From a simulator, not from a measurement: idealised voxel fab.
Process module under the name voxel spacer lines
cross-section cut | 240 nm wide | cells 5 nm
Bands, listed from the top down, are how a cross-section gets written in this document; the cross-section itself is a grid of square cells, and a band is one or more rows of them.
Top height, bottom height, nm. Materials left to right, width each, nm. Single material + "all across" = fills band edge to edge. "blank" = empty.
Heads up on the height convention: 0 is the point under which the incoming wafer is all one material, and the lowest band has no bottom, it just keeps going down, like "0 nm and below".
The expression "30 to 40" gives the width at the extremes of the band, the first number at its top row of cells and the second at its bottom row, with the width changing by equal amounts from each row to the next in between.
Any step labelled "left unchanged" changed none of the cells in the cross-section.
Closed empty spaces (no open way to the top) of 8 cells or more are what "Encapsulated voids" lists, each as width x height at distance from the left edge, nm for all three.
If you see something after the settings on a step's line, that's the simulator's own remark about that step.
Each step line may optionally specify "overlay nm", which for a step with a mask gives the rightward distance between the mask's planned place and where it lay, a negative value indicating the leftward direction.

Planned step list for the process
step 1: RECEIVE, material Si
step 2: CONFORMAL_DEP, material SiO2, thk nm 5
step 3: DIRECTIONAL_DEP, material TiN, thk nm 20
step 4: DIRECTIONAL_DEP, material aC, thk nm 20
step 5: PATTERN, tone cover, mask id MANDREL, material resist, width nm 20, pitch nm 70, thk nm 30, overlay nm 0
step 6: DIRECTIONAL_ETCH, etch materials aC, depth nm 20
step 7: STRIP, etch materials resist
step 8: CONFORMAL_DEP, material SiN, thk nm 15
step 9: DIRECTIONAL_ETCH, etch materials SiN, depth nm 15
step 10: STRIP, etch materials aC
step 11: DIRECTIONAL_ETCH, etch materials TiN, depth nm 20
step 12: STRIP, etch materials SiN
step 13: FILL_DEP, material SiO2, thk nm 5
step 14: CMP, height nm 25

So, the first of our two wafers, run just as we planned it

Cross-section, incoming material, after step 1
  0 nm and below = Si all across
  Encapsulated voids: none

You're looking at a cross-section of the wafer after step 2
  5 nm to 0 nm = SiO2 all across
  Beneath the level 0, the cross-section is identical to its previous state.

You're looking at a cross-section of the wafer after step 3
  25 nm to 5 nm = TiN all across
  Beneath the level 5, the cross-section is identical to its previous state.

You're looking at a cross-section of the wafer after step 4
  45 nm to 25 nm = aC all across
  Beneath the level 25, the cross-section is identical to its previous state.

You're looking at a cross-section of the wafer after step 5
  75 nm to 45 nm = 75 of blank, 20 of resist, 50 of blank, 20 of resist, 75 of blank
  Beneath the level 45, the cross-section is identical to its previous state.

You're looking at a cross-section of the wafer after step 6
  55 nm to 45 nm = 75 of blank, 20 of resist, 50 of blank, 20 of resist, 75 of blank
  45 nm to 25 nm = 75 of blank, 20 of aC, 50 of blank, 20 of aC, 75 of blank
  Beneath the level 25, the cross-section is identical to its previous state.

You're looking at a cross-section of the wafer after step 7
  45 nm to 25 nm = 75 of blank, 20 of aC, 50 of blank, 20 of aC, 75 of blank
  Beneath the level 25, the cross-section is identical to its previous state.

You're looking at a cross-section of the wafer after step 8
  60 nm to 45 nm = 60 of blank, 50 of SiN, 20 of blank, 50 of SiN, 60 of blank
  45 nm to 40 nm = 60 of blank, 15 of SiN, 20 of aC, 15 of SiN, 20 of blank, 15 of SiN, 20 of aC, 15 of SiN, 60 of blank
  40 nm to 25 nm = 75 of SiN, 20 of aC, 50 of SiN, 20 of aC, 75 of SiN
  Beneath the level 25, the cross-section is identical to its previous state.

You're looking at a cross-section of the wafer after step 9
  45 nm to 25 nm = 60 of blank, 15 of SiN, 20 of aC, 15 of SiN, 20 of blank, 15 of SiN, 20 of aC, 15 of SiN, 60 of blank
  Beneath the level 25, the cross-section is identical to its previous state.

You're looking at a cross-section of the wafer after step 10
  45 nm to 25 nm = 60 of blank, 15 of SiN, 20 of blank, 15 of SiN, 20 of blank, 15 of SiN, 20 of blank, 15 of SiN, 60 of blank
  Beneath the level 25, the cross-section is identical to its previous state.

You're looking at a cross-section of the wafer after step 11
  45 nm to 25 nm = 60 of blank, 15 of SiN, 20 of blank, 15 of SiN, 20 of blank, 15 of SiN, 20 of blank, 15 of SiN, 60 of blank
  25 nm to 5 nm = 60 of blank, 15 of TiN, 20 of blank, 15 of TiN, 20 of blank, 15 of TiN, 20 of blank, 15 of TiN, 60 of blank
  Beneath the level 5, the cross-section is identical to its previous state.

You're looking at a cross-section of the wafer after step 12
  25 nm to 5 nm = 60 of blank, 15 of TiN, 20 of blank, 15 of TiN, 20 of blank, 15 of TiN, 20 of blank, 15 of TiN, 60 of blank
  Beneath the level 5, the cross-section is identical to its previous state.

You're looking at a cross-section of the wafer after step 13
  30 nm to 25 nm = SiO2 all across
  25 nm to 5 nm = 60 of SiO2, 15 of TiN, 20 of SiO2, 15 of TiN, 20 of SiO2, 15 of TiN, 20 of SiO2, 15 of TiN, 60 of SiO2
  Beneath the level 5, the cross-section is identical to its previous state.

You're looking at a cross-section of the wafer after step 14
  25 nm to 5 nm = 60 of SiO2, 15 of TiN, 20 of SiO2, 15 of TiN, 20 of SiO2, 15 of TiN, 20 of SiO2, 15 of TiN, 60 of SiO2
  Beneath the level 5, the cross-section is identical to its previous state.

What follows concerns the second wafer, which started out like the first and was meant to follow the very same plan; one mistake crept in when it was run, but everything up to and including step 1 is the same as for the first wafer

Second wafer: cross-section at the scheduled end of step 2: left unchanged

Second wafer: cross-section at the scheduled end of step 3
  20 nm to 0 nm = TiN all across
  Beneath the level 0, the cross-section is identical to its previous state.

Second wafer: cross-section at the scheduled end of step 4
  40 nm to 20 nm = aC all across
  Beneath the level 20, the cross-section is identical to its previous state.

Second wafer: cross-section at the scheduled end of step 5
  70 nm to 40 nm = 75 of blank, 20 of resist, 50 of blank, 20 of resist, 75 of blank
  Beneath the level 40, the cross-section is identical to its previous state.

Second wafer: cross-section at the scheduled end of step 6
  50 nm to 40 nm = 75 of blank, 20 of resist, 50 of blank, 20 of resist, 75 of blank
  40 nm to 20 nm = 75 of blank, 20 of aC, 50 of blank, 20 of aC, 75 of blank
  Beneath the level 20, the cross-section is identical to its previous state.

Second wafer: cross-section at the scheduled end of step 7
  40 nm to 20 nm = 75 of blank, 20 of aC, 50 of blank, 20 of aC, 75 of blank
  Beneath the level 20, the cross-section is identical to its previous state.

Second wafer: cross-section at the scheduled end of step 8
  55 nm to 40 nm = 60 of blank, 50 of SiN, 20 of blank, 50 of SiN, 60 of blank
  40 nm to 35 nm = 60 of blank, 15 of SiN, 20 of aC, 15 of SiN, 20 of blank, 15 of SiN, 20 of aC, 15 of SiN, 60 of blank
  35 nm to 20 nm = 75 of SiN, 20 of aC, 50 of SiN, 20 of aC, 75 of SiN
  Beneath the level 20, the cross-section is identical to its previous state.

Second wafer: cross-section at the scheduled end of step 9
  40 nm to 20 nm = 60 of blank, 15 of SiN, 20 of aC, 15 of SiN, 20 of blank, 15 of SiN, 20 of aC, 15 of SiN, 60 of blank
  Beneath the level 20, the cross-section is identical to its previous state.

Second wafer: cross-section at the scheduled end of step 10
  40 nm to 20 nm = 60 of blank, 15 of SiN, 20 of blank, 15 of SiN, 20 of blank, 15 of SiN, 20 of blank, 15 of SiN, 60 of blank
  Beneath the level 20, the cross-section is identical to its previous state.

Second wafer: cross-section at the scheduled end of step 11
  40 nm to 20 nm = 60 of blank, 15 of SiN, 20 of blank, 15 of SiN, 20 of blank, 15 of SiN, 20 of blank, 15 of SiN, 60 of blank
  20 nm to 0 nm = 60 of blank, 15 of TiN, 20 of blank, 15 of TiN, 20 of blank, 15 of TiN, 20 of blank, 15 of TiN, 60 of blank
  Beneath the level 0, the cross-section is identical to its previous state.

Second wafer: cross-section at the scheduled end of step 12
  20 nm to 0 nm = 60 of blank, 15 of TiN, 20 of blank, 15 of TiN, 20 of blank, 15 of TiN, 20 of blank, 15 of TiN, 60 of blank
  Beneath the level 0, the cross-section is identical to its previous state.

Second wafer: cross-section at the scheduled end of step 13
  25 nm to 20 nm = SiO2 all across
  20 nm to 0 nm = 60 of SiO2, 15 of TiN, 20 of SiO2, 15 of TiN, 20 of SiO2, 15 of TiN, 20 of SiO2, 15 of TiN, 60 of SiO2
  Beneath the level 0, the cross-section is identical to its previous state.

Second wafer: cross-section at the scheduled end of step 14: left unchanged
Error vs. plan: heads up, step 2 of the plan was skipped and never actually ran
at the end the second wafer has, in cells: as many of each material as the first, in other places
